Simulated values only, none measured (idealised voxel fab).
process module | voxel capacitor over wiring
cross-section cut | 245 nm wide | cells 5 nm
A cross-section is a grid of square cells, given in bands from the top down. A band is one or more rows of cells.
Each band's line starts with the height of the band's top and of its bottom, in nm. Then come its materials from left to right, each with its width in nm. One material with "throughout" fills the band from edge to edge. "air" is empty space.
Height 0 is the level under which the wafer as received is all one material. The lowest band goes on downwards, as in "0 down".
A width such as "30 to 40" changes by the same amount from each row of cells to the next, from the band's top row to its bottom row.
"no change" after a step means that no cell of the cross-section changed.
closed voids: empty space of 8 cells or more with no open way to the top, each as width x height at its distance from the left edge, in nm
after a step's settings: what the simulator itself notes on the step
overlay nm, on a step with a mask: how far to the right of its planned place the mask lay; to the left if negative
Each pair below shows a cross-section before one step and the cross-section after it, down to the lowest band that changed. The line under each pair gives the step between them, with its settings. The pairs can come from different runs of this module on the same starting wafer, so a pair continues from the pair above only where its "before" says so.
before
  75 to 70: TiN throughout
  70 to 50: lowk 80 | TiN 5 | W 5 | TiN 5 | lowk 150
  50 to 45: SiCN 80 | TiN 15 | SiCN 150
  45 to 40: SiCN 75 | TiN 20 | SiCN 55 | TiN 20 | SiCN 75
  40 to 15: Ru throughout
  15 to 0: SiO2 throughout
  0 down: Si throughout
  closed voids: none
after
  80 to 75: SiN throughout
  below 75: unchanged
  closed voids: none
the step between: op DIRECTIONAL_DEP | material SiN | thk nm 5
before: the cross-section after the pair above
after
  90 to 80: TiN throughout
  below 80: unchanged
  closed voids: none
the step between: op DIRECTIONAL_DEP | material TiN | thk nm 10
before: the cross-section after the pair above
after
  100 to 90: aC throughout
  below 90: unchanged
  closed voids: none
the step between: op DIRECTIONAL_DEP | material aC | thk nm 10
before: the cross-section after the pair above
after
  125 to 100: air 80 | resist 60 | air 105
  below 100: unchanged
  closed voids: none
the step between: op PATTERN | tone cover | mask id UPPER_PLATE | material resist | width nm 60 | thk nm 25 | overlay nm 0
before: the cross-section after the pair above
after
  115 to 100: air 80 | resist 60 | air 105
  100 to 90: air 80 | aC 60 | air 105
  below 90: unchanged
  closed voids: none
the step between: op DIRECTIONAL_ETCH | etch materials aC | depth nm 10
before: the cross-section after the pair above
after
  100 to 90: air 80 | aC 60 | air 105
  below 90: unchanged
  closed voids: none
the step between: op STRIP | etch materials resist
before: the cross-section after the pair above
after
  100 to 90: air 80 | aC 60 | air 105
  90 to 80: air 80 | TiN 60 | air 105
  below 80: unchanged
  closed voids: none
the step between: op DIRECTIONAL_ETCH | etch materials TiN | depth nm 10
before: the cross-section after the pair above
after
  100 to 90: air 80 | aC 60 | air 105
  90 to 80: air 80 | TiN 60 | air 105
  80 to 75: air 80 | SiN 60 | air 105
  below 75: unchanged
  closed voids: none
the step between: op DIRECTIONAL_ETCH | etch materials SiN | depth nm 5
before: the cross-section after the pair above
after
  90 to 80: air 80 | TiN 60 | air 105
  below 80: unchanged
  closed voids: none
the step between: op STRIP | etch materials aC
before: the cross-section after the pair above
after
  105 to 90: air 75 | resist 70 | air 100
  90 to 80: air 75 | resist 5 | TiN 60 | resist 5 | air 100
  80 to 75: air 75 | resist 5 | SiN 60 | resist 5 | air 100
  below 75: unchanged
  closed voids: none
the step between: op PATTERN | tone cover | mask id LOWER_PLATE | material resist | width nm 70 | thk nm 15 | overlay nm 0
before: the cross-section after the pair above
after
  105 to 90: air 75 | resist 70 | air 100
  90 to 80: air 75 | resist 5 | TiN 60 | resist 5 | air 100
  80 to 75: air 75 | resist 5 | SiN 60 | resist 5 | air 100
  75 to 70: air 75 | TiN 70 | air 100
  below 70: unchanged
  closed voids: none
the step between: op DIRECTIONAL_ETCH | etch materials TiN | depth nm 5
before: the cross-section after the pair above
after
  90 to 80: air 80 | TiN 60 | air 105
  80 to 75: air 80 | SiN 60 | air 105
  below 75: unchanged
  closed voids: none
the step between: op STRIP | etch materials resist
before: the cross-section after the pair above
after
  110 to 90: SiO2 throughout
  90 to 80: SiO2 80 | TiN 60 | SiO2 105
  80 to 75: SiO2 80 | SiN 60 | SiO2 105
  75 to 70: SiO2 75 | TiN 70 | SiO2 100
  below 70: unchanged
  closed voids: none
the step between: op FILL_DEP | material SiO2 | thk nm 20
before: the cross-section after the pair above
after
  105 to 90: SiO2 throughout
  below 90: unchanged
  closed voids: none
the step between: op CMP | height nm 105
before: the cross-section after the pair above
after
  125 to 105: resist 90 | air 15 | resist 140
  below 105: unchanged
  closed voids: none
the step between: op PATTERN | tone open | mask id PLUG_2 | material resist | width nm 15 | thk nm 20 | overlay nm 0
before: the cross-section after the pair above
after
  125 to 105: resist 90 | air 15 | resist 140
  105 to 90: SiO2 90 | air 15 | SiO2 140
  below 90: unchanged
  closed voids: none
the step between: op DIRECTIONAL_ETCH | etch materials SiO2 | depth nm 15
before: the cross-section after the pair above
after
  105 to 90: SiO2 90 | air 15 | SiO2 140
  below 90: unchanged
  closed voids: none
the step between: op STRIP | etch materials resist
before: the cross-section after the pair above
after
  110 to 105: TiN 95 | air 5 | TiN 145
  105 to 95: SiO2 90 | TiN 5 | air 5 | TiN 5 | SiO2 140
  95 to 90: SiO2 90 | TiN 15 | SiO2 140
  below 90: unchanged
  closed voids: none
the step between: op CONFORMAL_DEP | material TiN | thk nm 5
before: the cross-section after the pair above
after
  120 to 110: Ru throughout
  110 to 105: TiN 95 | Ru 5 | TiN 145
  105 to 95: SiO2 90 | TiN 5 | Ru 5 | TiN 5 | SiO2 140
  below 95: unchanged
  closed voids: none
the step between: op FILL_DEP | material Ru | thk nm 10
before: the cross-section after the pair above
after
  105 to 95: SiO2 90 | TiN 5 | Ru 5 | TiN 5 | SiO2 140
  below 95: unchanged
  closed voids: none
the step between: op CMP | height nm 105
before: the cross-section after the pair above
after
  110 to 105: SiN throughout
  below 105: unchanged
  closed voids: none
the step between: op CONFORMAL_DEP | material SiN | thk nm 5
before
  15 to 0: SiO2 throughout
  0 down: Si throughout
  closed voids: none
after
  30 to 15: TiN throughout
  below 15: unchanged
  closed voids: none
the step between: op DIRECTIONAL_DEP | material TiN | thk nm 15
before: the cross-section after the pair above
after
  55 to 30: Ru throughout
  below 30: unchanged
  closed voids: none
the step between: op DIRECTIONAL_DEP | material Ru | thk nm 25
before: the cross-section after the pair above
after
  75 to 55: air 75 | resist 20 | air 55 | resist 20 | air 75
  below 55: unchanged
  closed voids: none
the step between: op PATTERN | tone cover | mask id METAL_1 | material resist | width nm 20 | pitch nm 75 | thk nm 20 | overlay nm 0
before: the cross-section after the pair above
after
  75 to 55: air 75 | resist 20 | air 55 | resist 20 | air 75
  55 to 30: air 75 | Ru 20 | air 55 | Ru 20 | air 75
  below 30: unchanged
  closed voids: none
the step between: op DIRECTIONAL_ETCH | etch materials Ru | depth nm 25
before: the cross-section after the pair above
after
  75 to 55: air 75 | resist 20 | air 55 | resist 20 | air 75
  55 to 30: air 75 | Ru 20 | air 55 | Ru 20 | air 75
  30 to 25: air 75 | TiN 20 | air 55 | TiN 20 | air 75
  below 25: unchanged
  closed voids: none
the step between: op DIRECTIONAL_ETCH | etch materials TiN | depth nm 5
before: the cross-section after the pair above
after
  55 to 30: air 75 | Ru 20 | air 55 | Ru 20 | air 75
  below 30: unchanged
  closed voids: none
the step between: op STRIP | etch materials resist
before: the cross-section after the pair above
after
  60 to 55: air 70 | SiCN 30 | air 45 | SiCN 30 | air 70
  55 to 30: air 70 | SiCN 5 | Ru 20 | SiCN 5 | air 45 | SiCN 5 | Ru 20 | SiCN 5 | air 70
  30 to 25: SiCN 75 | TiN 20 | SiCN 55 | TiN 20 | SiCN 75
  below 25: unchanged
  closed voids: none
the step between: op CONFORMAL_DEP | material SiCN | thk nm 5
before: the cross-section after the pair above
after
  65 to 60: SiO2 throughout
  60 to 55: SiO2 70 | SiCN 30 | SiO2 45 | SiCN 30 | SiO2 70
  55 to 30: SiO2 70 | SiCN 5 | Ru 20 | SiCN 5 | SiO2 45 | SiCN 5 | Ru 20 | SiCN 5 | SiO2 70
  below 30: unchanged
  closed voids: none
the step between: op FILL_DEP | material SiO2 | thk nm 5
before: the cross-section after the pair above
after
  45 to 30: SiO2 70 | SiCN 5 | Ru 20 | SiCN 5 | SiO2 45 | SiCN 5 | Ru 20 | SiCN 5 | SiO2 70
  below 30: unchanged
  closed voids: none
the step between: op CMP | height nm 45
before: the cross-section after the pair above
after
  50 to 45: SiCN throughout
  below 45: unchanged
  closed voids: none
the step between: op CONFORMAL_DEP | material SiCN | thk nm 5
before: the cross-section after the pair above
after
  70 to 50: lowk throughout
  below 50: unchanged
  closed voids: none
the step between: op DIRECTIONAL_DEP | material lowk | thk nm 20
before: the cross-section after the pair above
after
  70 to 50: lowk 80 | air 15 | lowk 150
  below 50: unchanged
  closed voids: none
the step between: op MASKED_ETCH | tone open | mask id PLUG_1 | width nm 15 | etch materials lowk | depth nm 20 | overlay nm 0
before: the cross-section after the pair above
after
  70 to 50: lowk 80 | air 15 | lowk 150
  50 to 45: SiCN 80 | air 15 | SiCN 150
  below 45: unchanged
  closed voids: none
the step between: op MASKED_ETCH | tone open | mask id PLUG_1 | width nm 15 | etch materials SiCN | depth nm 5 | overlay nm 0
before: the cross-section after the pair above
after
  75 to 70: TiN 85 | air 5 | TiN 155
  70 to 50: lowk 80 | TiN 5 | air 5 | TiN 5 | lowk 150
  50 to 45: SiCN 80 | TiN 15 | SiCN 150
  below 45: unchanged
  closed voids: none
the step between: op CONFORMAL_DEP | material TiN | thk nm 5
before: the cross-section after the pair above
after
  85 to 75: W throughout
  75 to 70: TiN 85 | W 5 | TiN 155
  70 to 50: lowk 80 | TiN 5 | W 5 | TiN 5 | lowk 150
  below 50: unchanged
  closed voids: none
the step between: op FILL_DEP | material W | thk nm 10
before: the cross-section after the pair above
after
  70 to 50: lowk 80 | TiN 5 | W 5 | TiN 5 | lowk 150
  below 50: unchanged
  closed voids: none
the step between: op CMP | height nm 70
before: the cross-section after the pair above
after
  75 to 70: TiN throughout
  below 70: unchanged
  closed voids: none
the step between: op DIRECTIONAL_DEP | material TiN | thk nm 5
before: the cross-section after the pair above
after
  80 to 75: SiN throughout
  below 75: unchanged
  closed voids: none
the step between: op DIRECTIONAL_DEP | material SiN | thk nm 5
before: the cross-section after the pair above
after
  90 to 80: TiN throughout
  below 80: unchanged
  closed voids: none
the step between: op DIRECTIONAL_DEP | material TiN | thk nm 10
before: the cross-section after the pair above
after
  100 to 90: aC throughout
  below 90: unchanged
  closed voids: none
the step between: op DIRECTIONAL_DEP | material aC | thk nm 10
before: the cross-section after the pair above
after
  125 to 100: air 80 | resist 60 | air 105
  below 100: unchanged
  closed voids: none
the step between: op PATTERN | tone cover | mask id UPPER_PLATE | material resist | width nm 60 | thk nm 25 | overlay nm 0
before: the cross-section after the pair above
after
  115 to 100: air 80 | resist 60 | air 105
  100 to 90: air 80 | aC 60 | air 105
  below 90: unchanged
  closed voids: none
the step between: op DIRECTIONAL_ETCH | etch materials aC | depth nm 10
before: the cross-section after the pair above
after
  100 to 90: air 80 | aC 60 | air 105
  below 90: unchanged
  closed voids: none
the step between: op STRIP | etch materials resist
before: the cross-section after the pair above
after
  100 to 90: air 80 | aC 60 | air 105
  90 to 80: air 80 | TiN 60 | air 105
  below 80: unchanged
  closed voids: none
the step between: op DIRECTIONAL_ETCH | etch materials TiN | depth nm 10
before: the cross-section after the pair above
after
  100 to 90: air 80 | aC 60 | air 105
  90 to 80: air 80 | TiN 60 | air 105
  80 to 75: air 80 | SiN 60 | air 105
  below 75: unchanged
  closed voids: none
the step between: op DIRECTIONAL_ETCH | etch materials SiN | depth nm 5
before: the cross-section after the pair above
after
  90 to 80: air 80 | TiN 60 | air 105
  below 80: unchanged
  closed voids: none
the step between: op STRIP | etch materials aC
before: the cross-section after the pair above
after
  105 to 90: air 75 | resist 70 | air 100
  90 to 80: air 75 | resist 5 | TiN 60 | resist 5 | air 100
  80 to 75: air 75 | resist 5 | SiN 60 | resist 5 | air 100
  below 75: unchanged
  closed voids: none
the step between: op PATTERN | tone cover | mask id LOWER_PLATE | material resist | width nm 70 | thk nm 15 | overlay nm 0
before: the cross-section after the pair above
after
  105 to 90: air 75 | resist 70 | air 100
  90 to 80: air 75 | resist 5 | TiN 60 | resist 5 | air 100
  80 to 75: air 75 | resist 5 | SiN 60 | resist 5 | air 100
  75 to 70: air 75 | TiN 70 | air 100
  below 70: unchanged
  closed voids: none
the step between: op DIRECTIONAL_ETCH | etch materials TiN | depth nm 5
before: the cross-section after the pair above
after
  90 to 80: air 80 | TiN 60 | air 105
  80 to 75: air 80 | SiN 60 | air 105
  below 75: unchanged
  closed voids: none
the step between: op STRIP | etch materials resist
before: the cross-section after the pair above
after
  110 to 90: SiO2 throughout
  90 to 80: SiO2 80 | TiN 60 | SiO2 105
  80 to 75: SiO2 80 | SiN 60 | SiO2 105
  75 to 70: SiO2 75 | TiN 70 | SiO2 100
  below 70: unchanged
  closed voids: none
the step between: op FILL_DEP | material SiO2 | thk nm 20
before: the cross-section after the pair above
after
  105 to 90: SiO2 throughout
  below 90: unchanged
  closed voids: none
the step between: op CMP | height nm 105
before: the cross-section after the pair above
after
  125 to 105: resist 90 | air 15 | resist 140
  below 105: unchanged
  closed voids: none
the step between: op PATTERN | tone open | mask id PLUG_2 | material resist | width nm 15 | thk nm 20 | overlay nm 0
before: the cross-section after the pair above
after
  125 to 105: resist 90 | air 15 | resist 140
  105 to 90: SiO2 90 | air 15 | SiO2 140
  below 90: unchanged
  closed voids: none
the step between: op DIRECTIONAL_ETCH | etch materials SiO2 | depth nm 15
before: the cross-section after the pair above
after
  105 to 90: SiO2 90 | air 15 | SiO2 140
  below 90: unchanged
  closed voids: none
the step between: op STRIP | etch materials resist
before: the cross-section after the pair above
after
  110 to 105: TiN 95 | air 5 | TiN 145
  105 to 95: SiO2 90 | TiN 5 | air 5 | TiN 5 | SiO2 140
  95 to 90: SiO2 90 | TiN 15 | SiO2 140
  below 90: unchanged
  closed voids: none
the step between: op CONFORMAL_DEP | material TiN | thk nm 5
before: the cross-section after the pair above
after
  120 to 110: Ru throughout
  110 to 105: TiN 95 | Ru 5 | TiN 145
  105 to 95: SiO2 90 | TiN 5 | Ru 5 | TiN 5 | SiO2 140
  below 95: unchanged
  closed voids: none
the step between: op FILL_DEP | material Ru | thk nm 10
before: the cross-section after the pair above
after
  105 to 95: SiO2 90 | TiN 5 | Ru 5 | TiN 5 | SiO2 140
  below 95: unchanged
  closed voids: none
the step between: op CMP | height nm 105
before: the cross-section after the pair above
after
  110 to 105: SiN throughout
  below 105: unchanged
  closed voids: none
the step between: op CONFORMAL_DEP | material SiN | thk nm 5
before
  105 to 90: SiO2 throughout
  90 to 80: SiO2 80 | TiN 60 | SiO2 105
  80 to 75: SiO2 80 | SiN 60 | SiO2 105
  75 to 70: SiO2 75 | TiN 70 | SiO2 100
  70 to 50: lowk 80 | TiN 5 | W 5 | TiN 5 | lowk 150
  50 to 45: SiCN 80 | TiN 15 | SiCN 150
  45 to 20: SiO2 70 | SiCN 5 | Ru 20 | SiCN 5 | SiO2 45 | SiCN 5 | Ru 20 | SiCN 5 | SiO2 70
  20 to 15: SiCN 75 | TiN 20 | SiCN 55 | TiN 20 | SiCN 75
  15 to 0: SiO2 throughout
  0 down: Si throughout
  closed voids: none
after
  125 to 105: resist 85 | air 25 | resist 135
  below 105: unchanged
  closed voids: none
the step between: op PATTERN | tone open | mask id PLUG_2 | material resist | width nm 25 | thk nm 20 | overlay nm 0
before: the cross-section after the pair above
after
  125 to 105: resist 85 | air 25 | resist 135
  105 to 90: SiO2 85 | air 25 | SiO2 135
  below 90: unchanged
  closed voids: none
the step between: op DIRECTIONAL_ETCH | etch materials SiO2 | depth nm 15
before: the cross-section after the pair above
after
  105 to 90: SiO2 85 | air 25 | SiO2 135
  below 90: unchanged
  closed voids: none
the step between: op STRIP | etch materials resist
before: the cross-section after the pair above
after
  110 to 105: TiN 90 | air 15 | TiN 140
  105 to 95: SiO2 85 | TiN 5 | air 15 | TiN 5 | SiO2 135
  95 to 90: SiO2 85 | TiN 25 | SiO2 135
  below 90: unchanged
  closed voids: none
the step between: op CONFORMAL_DEP | material TiN | thk nm 5
before: the cross-section after the pair above
after
  120 to 110: Ru throughout
  110 to 105: TiN 90 | Ru 15 | TiN 140
  105 to 95: SiO2 85 | TiN 5 | Ru 15 | TiN 5 | SiO2 135
  below 95: unchanged
  closed voids: none
the step between: op FILL_DEP | material Ru | thk nm 10
before: the cross-section after the pair above
after
  105 to 95: SiO2 85 | TiN 5 | Ru 15 | TiN 5 | SiO2 135
  below 95: unchanged
  closed voids: none
the step between: op CMP | height nm 105
before: the cross-section after the pair above
after
  110 to 105: SiN throughout
  below 105: unchanged
  closed voids: none
the step between: op CONFORMAL_DEP | material SiN | thk nm 5
before
  100 to 90: aC throughout
  90 to 80: TiN throughout
  80 to 75: SiN throughout
  75 to 70: TiN throughout
  70 to 50: lowk 80 | TiN 5 | W 5 | TiN 5 | lowk 150
  50 to 45: SiCN 80 | TiN 15 | SiCN 150
  45 to 20: SiO2 70 | SiCN 5 | Ru 20 | SiCN 5 | SiO2 45 | SiCN 5 | Ru 20 | SiCN 5 | SiO2 70
  20 to 15: SiCN 75 | TiN 20 | SiCN 55 | TiN 20 | SiCN 75
  15 to 0: SiO2 throughout
  0 down: Si throughout
  closed voids: none
after
  125 to 100: air 85 | resist 60 | air 100
  below 100: unchanged
  closed voids: none
the step between: op PATTERN | tone cover | mask id UPPER_PLATE | material resist | width nm 60 | thk nm 25 | overlay nm 5
before: the cross-section after the pair above
after
  115 to 100: air 85 | resist 60 | air 100
  100 to 90: air 85 | aC 60 | air 100
  below 90: unchanged
  closed voids: none
the step between: op DIRECTIONAL_ETCH | etch materials aC | depth nm 10
before: the cross-section after the pair above
after
  100 to 90: air 85 | aC 60 | air 100
  below 90: unchanged
  closed voids: none
the step between: op STRIP | etch materials resist
before: the cross-section after the pair above
after
  100 to 90: air 85 | aC 60 | air 100
  90 to 80: air 85 | TiN 60 | air 100
  below 80: unchanged
  closed voids: none
the step between: op DIRECTIONAL_ETCH | etch materials TiN | depth nm 10
before: the cross-section after the pair above
after
  100 to 90: air 85 | aC 60 | air 100
  90 to 80: air 85 | TiN 60 | air 100
  80 to 75: air 85 | SiN 60 | air 100
  below 75: unchanged
  closed voids: none
the step between: op DIRECTIONAL_ETCH | etch materials SiN | depth nm 5
before: the cross-section after the pair above
after
  90 to 80: air 85 | TiN 60 | air 100
  below 80: unchanged
  closed voids: none
the step between: op STRIP | etch materials aC
before: the cross-section after the pair above
after
  105 to 90: air 75 | resist 70 | air 100
  90 to 80: air 75 | resist 10 | TiN 60 | air 100
  80 to 75: air 75 | resist 10 | SiN 60 | air 100
  below 75: unchanged
  closed voids: none
the step between: op PATTERN | tone cover | mask id LOWER_PLATE | material resist | width nm 70 | thk nm 15 | overlay nm 0
before: the cross-section after the pair above
after
  105 to 90: air 75 | resist 70 | air 100
  90 to 80: air 75 | resist 10 | TiN 60 | air 100
  80 to 75: air 75 | resist 10 | SiN 60 | air 100
  75 to 70: air 75 | TiN 70 | air 100
  below 70: unchanged
  closed voids: none
the step between: op DIRECTIONAL_ETCH | etch materials TiN | depth nm 5
before: the cross-section after the pair above
after
  90 to 80: air 85 | TiN 60 | air 100
  80 to 75: air 85 | SiN 60 | air 100
  below 75: unchanged
  closed voids: none
the step between: op STRIP | etch materials resist
before: the cross-section after the pair above
after
  110 to 90: SiO2 throughout
  90 to 80: SiO2 85 | TiN 60 | SiO2 100
  80 to 75: SiO2 85 | SiN 60 | SiO2 100
  75 to 70: SiO2 75 | TiN 70 | SiO2 100
  below 70: unchanged
  closed voids: none
the step between: op FILL_DEP | material SiO2 | thk nm 20
before: the cross-section after the pair above
after
  105 to 90: SiO2 throughout
  below 90: unchanged
  closed voids: none
the step between: op CMP | height nm 105
before: the cross-section after the pair above
after
  125 to 105: resist 90 | air 15 | resist 140
  below 105: unchanged
  closed voids: none
the step between: op PATTERN | tone open | mask id PLUG_2 | material resist | width nm 15 | thk nm 20 | overlay nm 0
before: the cross-section after the pair above
after
  125 to 105: resist 90 | air 15 | resist 140
  105 to 90: SiO2 90 | air 15 | SiO2 140
  below 90: unchanged
  closed voids: none
the step between: op DIRECTIONAL_ETCH | etch materials SiO2 | depth nm 15
before: the cross-section after the pair above
after
  105 to 90: SiO2 90 | air 15 | SiO2 140
  below 90: unchanged
  closed voids: none
the step between: op STRIP | etch materials resist
before: the cross-section after the pair above
after
  110 to 105: TiN 95 | air 5 | TiN 145
  105 to 95: SiO2 90 | TiN 5 | air 5 | TiN 5 | SiO2 140
  95 to 90: SiO2 90 | TiN 15 | SiO2 140
  below 90: unchanged
  closed voids: none
the step between: op CONFORMAL_DEP | material TiN | thk nm 5
before: the cross-section after the pair above
after
  120 to 110: Ru throughout
  110 to 105: TiN 95 | Ru 5 | TiN 145
  105 to 95: SiO2 90 | TiN 5 | Ru 5 | TiN 5 | SiO2 140
  below 95: unchanged
  closed voids: none
the step between: op FILL_DEP | material Ru | thk nm 10
before: the cross-section after the pair above
after
  105 to 95: SiO2 90 | TiN 5 | Ru 5 | TiN 5 | SiO2 140
  below 95: unchanged
  closed voids: none
the step between: op CMP | height nm 105
before: the cross-section after the pair above
after
  110 to 105: SiN throughout
  below 105: unchanged
  closed voids: none
the step between: op CONFORMAL_DEP | material SiN | thk nm 5
before
  0 down: Si throughout
  closed voids: none
after
  15 to 0: SiN throughout
  below 0: unchanged
  closed voids: none
the step between: op CONFORMAL_DEP | material SiN | thk nm 15
before: the cross-section after the pair above
after
  20 to 15: TiN throughout
  below 15: unchanged
  closed voids: none
the step between: op DIRECTIONAL_DEP | material TiN | thk nm 5
before: the cross-section after the pair above
after
  45 to 20: Ru throughout
  below 20: unchanged
  closed voids: none
the step between: op DIRECTIONAL_DEP | material Ru | thk nm 25
before: the cross-section after the pair above
after
  65 to 45: air 75 | resist 20 | air 55 | resist 20 | air 75
  below 45: unchanged
  closed voids: none
the step between: op PATTERN | tone cover | mask id METAL_1 | material resist | width nm 20 | pitch nm 75 | thk nm 20 | overlay nm 0
before: the cross-section after the pair above
after
  65 to 45: air 75 | resist 20 | air 55 | resist 20 | air 75
  45 to 20: air 75 | Ru 20 | air 55 | Ru 20 | air 75
  below 20: unchanged
  closed voids: none
the step between: op DIRECTIONAL_ETCH | etch materials Ru | depth nm 25
before: the cross-section after the pair above
after
  65 to 45: air 75 | resist 20 | air 55 | resist 20 | air 75
  45 to 20: air 75 | Ru 20 | air 55 | Ru 20 | air 75
  20 to 15: air 75 | TiN 20 | air 55 | TiN 20 | air 75
  below 15: unchanged
  closed voids: none
the step between: op DIRECTIONAL_ETCH | etch materials TiN | depth nm 5
before: the cross-section after the pair above
after
  45 to 20: air 75 | Ru 20 | air 55 | Ru 20 | air 75
  below 20: unchanged
  closed voids: none
the step between: op STRIP | etch materials resist
before: the cross-section after the pair above
after
  50 to 45: air 70 | SiCN 30 | air 45 | SiCN 30 | air 70
  45 to 20: air 70 | SiCN 5 | Ru 20 | SiCN 5 | air 45 | SiCN 5 | Ru 20 | SiCN 5 | air 70
  20 to 15: SiCN 75 | TiN 20 | SiCN 55 | TiN 20 | SiCN 75
  below 15: unchanged
  closed voids: none
the step between: op CONFORMAL_DEP | material SiCN | thk nm 5
before: the cross-section after the pair above
after
  55 to 50: SiO2 throughout
  50 to 45: SiO2 70 | SiCN 30 | SiO2 45 | SiCN 30 | SiO2 70
  45 to 20: SiO2 70 | SiCN 5 | Ru 20 | SiCN 5 | SiO2 45 | SiCN 5 | Ru 20 | SiCN 5 | SiO2 70
  below 20: unchanged
  closed voids: none
the step between: op FILL_DEP | material SiO2 | thk nm 5
before: the cross-section after the pair above
after
  45 to 20: SiO2 70 | SiCN 5 | Ru 20 | SiCN 5 | SiO2 45 | SiCN 5 | Ru 20 | SiCN 5 | SiO2 70
  below 20: unchanged
  closed voids: none
the step between: op CMP | height nm 45
before: the cross-section after the pair above
after
  50 to 45: SiCN throughout
  below 45: unchanged
  closed voids: none
the step between: op CONFORMAL_DEP | material SiCN | thk nm 5
before: the cross-section after the pair above
after
  70 to 50: lowk throughout
  below 50: unchanged
  closed voids: none
the step between: op DIRECTIONAL_DEP | material lowk | thk nm 20
before: the cross-section after the pair above
after
  70 to 50: lowk 80 | air 15 | lowk 150
  below 50: unchanged
  closed voids: none
the step between: op MASKED_ETCH | tone open | mask id PLUG_1 | width nm 15 | etch materials lowk | depth nm 20 | overlay nm 0
before: the cross-section after the pair above
after
  70 to 50: lowk 80 | air 15 | lowk 150
  50 to 45: SiCN 80 | air 15 | SiCN 150
  below 45: unchanged
  closed voids: none
the step between: op MASKED_ETCH | tone open | mask id PLUG_1 | width nm 15 | etch materials SiCN | depth nm 5 | overlay nm 0
before: the cross-section after the pair above
after
  75 to 70: TiN 85 | air 5 | TiN 155
  70 to 50: lowk 80 | TiN 5 | air 5 | TiN 5 | lowk 150
  50 to 45: SiCN 80 | TiN 15 | SiCN 150
  below 45: unchanged
  closed voids: none
the step between: op CONFORMAL_DEP | material TiN | thk nm 5
before: the cross-section after the pair above
after
  85 to 75: W throughout
  75 to 70: TiN 85 | W 5 | TiN 155
  70 to 50: lowk 80 | TiN 5 | W 5 | TiN 5 | lowk 150
  below 50: unchanged
  closed voids: none
the step between: op FILL_DEP | material W | thk nm 10
before: the cross-section after the pair above
after
  70 to 50: lowk 80 | TiN 5 | W 5 | TiN 5 | lowk 150
  below 50: unchanged
  closed voids: none
the step between: op CMP | height nm 70
before: the cross-section after the pair above
after
  75 to 70: TiN throughout
  below 70: unchanged
  closed voids: none
the step between: op DIRECTIONAL_DEP | material TiN | thk nm 5
before: the cross-section after the pair above
after
  80 to 75: SiN throughout
  below 75: unchanged
  closed voids: none
the step between: op DIRECTIONAL_DEP | material SiN | thk nm 5
before: the cross-section after the pair above
after
  90 to 80: TiN throughout
  below 80: unchanged
  closed voids: none
the step between: op DIRECTIONAL_DEP | material TiN | thk nm 10
before: the cross-section after the pair above
after
  100 to 90: aC throughout
  below 90: unchanged
  closed voids: none
the step between: op DIRECTIONAL_DEP | material aC | thk nm 10
before: the cross-section after the pair above
after
  125 to 100: air 80 | resist 60 | air 105
  below 100: unchanged
  closed voids: none
the step between: op PATTERN | tone cover | mask id UPPER_PLATE | material resist | width nm 60 | thk nm 25 | overlay nm 0
before: the cross-section after the pair above
after
  115 to 100: air 80 | resist 60 | air 105
  100 to 90: air 80 | aC 60 | air 105
  below 90: unchanged
  closed voids: none
the step between: op DIRECTIONAL_ETCH | etch materials aC | depth nm 10
before: the cross-section after the pair above
after
  100 to 90: air 80 | aC 60 | air 105
  below 90: unchanged
  closed voids: none
the step between: op STRIP | etch materials resist
before: the cross-section after the pair above
after
  100 to 90: air 80 | aC 60 | air 105
  90 to 80: air 80 | TiN 60 | air 105
  below 80: unchanged
  closed voids: none
the step between: op DIRECTIONAL_ETCH | etch materials TiN | depth nm 10
before: the cross-section after the pair above
after
  100 to 90: air 80 | aC 60 | air 105
  90 to 80: air 80 | TiN 60 | air 105
  80 to 75: air 80 | SiN 60 | air 105
  below 75: unchanged
  closed voids: none
the step between: op DIRECTIONAL_ETCH | etch materials SiN | depth nm 5
before: the cross-section after the pair above
after
  90 to 80: air 80 | TiN 60 | air 105
  below 80: unchanged
  closed voids: none
the step between: op STRIP | etch materials aC
before: the cross-section after the pair above
after
  105 to 90: air 75 | resist 70 | air 100
  90 to 80: air 75 | resist 5 | TiN 60 | resist 5 | air 100
  80 to 75: air 75 | resist 5 | SiN 60 | resist 5 | air 100
  below 75: unchanged
  closed voids: none
the step between: op PATTERN | tone cover | mask id LOWER_PLATE | material resist | width nm 70 | thk nm 15 | overlay nm 0
before: the cross-section after the pair above
after
  105 to 90: air 75 | resist 70 | air 100
  90 to 80: air 75 | resist 5 | TiN 60 | resist 5 | air 100
  80 to 75: air 75 | resist 5 | SiN 60 | resist 5 | air 100
  75 to 70: air 75 | TiN 70 | air 100
  below 70: unchanged
  closed voids: none
the step between: op DIRECTIONAL_ETCH | etch materials TiN | depth nm 5
before: the cross-section after the pair above
after
  90 to 80: air 80 | TiN 60 | air 105
  80 to 75: air 80 | SiN 60 | air 105
  below 75: unchanged
  closed voids: none
the step between: op STRIP | etch materials resist
before: the cross-section after the pair above
after
  110 to 90: SiO2 throughout
  90 to 80: SiO2 80 | TiN 60 | SiO2 105
  80 to 75: SiO2 80 | SiN 60 | SiO2 105
  75 to 70: SiO2 75 | TiN 70 | SiO2 100
  below 70: unchanged
  closed voids: none
the step between: op FILL_DEP | material SiO2 | thk nm 20
before: the cross-section after the pair above
after
  105 to 90: SiO2 throughout
  below 90: unchanged
  closed voids: none
the step between: op CMP | height nm 105
before: the cross-section after the pair above
after
  125 to 105: resist 90 | air 15 | resist 140
  below 105: unchanged
  closed voids: none
the step between: op PATTERN | tone open | mask id PLUG_2 | material resist | width nm 15 | thk nm 20 | overlay nm 0
before: the cross-section after the pair above
after
  125 to 105: resist 90 | air 15 | resist 140
  105 to 90: SiO2 90 | air 15 | SiO2 140
  below 90: unchanged
  closed voids: none
the step between: op DIRECTIONAL_ETCH | etch materials SiO2 | depth nm 15
before: the cross-section after the pair above
after
  105 to 90: SiO2 90 | air 15 | SiO2 140
  below 90: unchanged
  closed voids: none
the step between: op STRIP | etch materials resist
before: the cross-section after the pair above
after
  110 to 105: TiN 95 | air 5 | TiN 145
  105 to 95: SiO2 90 | TiN 5 | air 5 | TiN 5 | SiO2 140
  95 to 90: SiO2 90 | TiN 15 | SiO2 140
  below 90: unchanged
  closed voids: none
the step between: op CONFORMAL_DEP | material TiN | thk nm 5
before: the cross-section after the pair above
after
  120 to 110: Ru throughout
  110 to 105: TiN 95 | Ru 5 | TiN 145
  105 to 95: SiO2 90 | TiN 5 | Ru 5 | TiN 5 | SiO2 140
  below 95: unchanged
  closed voids: none
the step between: op FILL_DEP | material Ru | thk nm 10
before: the cross-section after the pair above
after
  105 to 95: SiO2 90 | TiN 5 | Ru 5 | TiN 5 | SiO2 140
  below 95: unchanged
  closed voids: none
the step between: op CMP | height nm 105
before: the cross-section after the pair above
after
  110 to 105: SiN throughout
  below 105: unchanged
  closed voids: none
the step between: op CONFORMAL_DEP | material SiN | thk nm 5
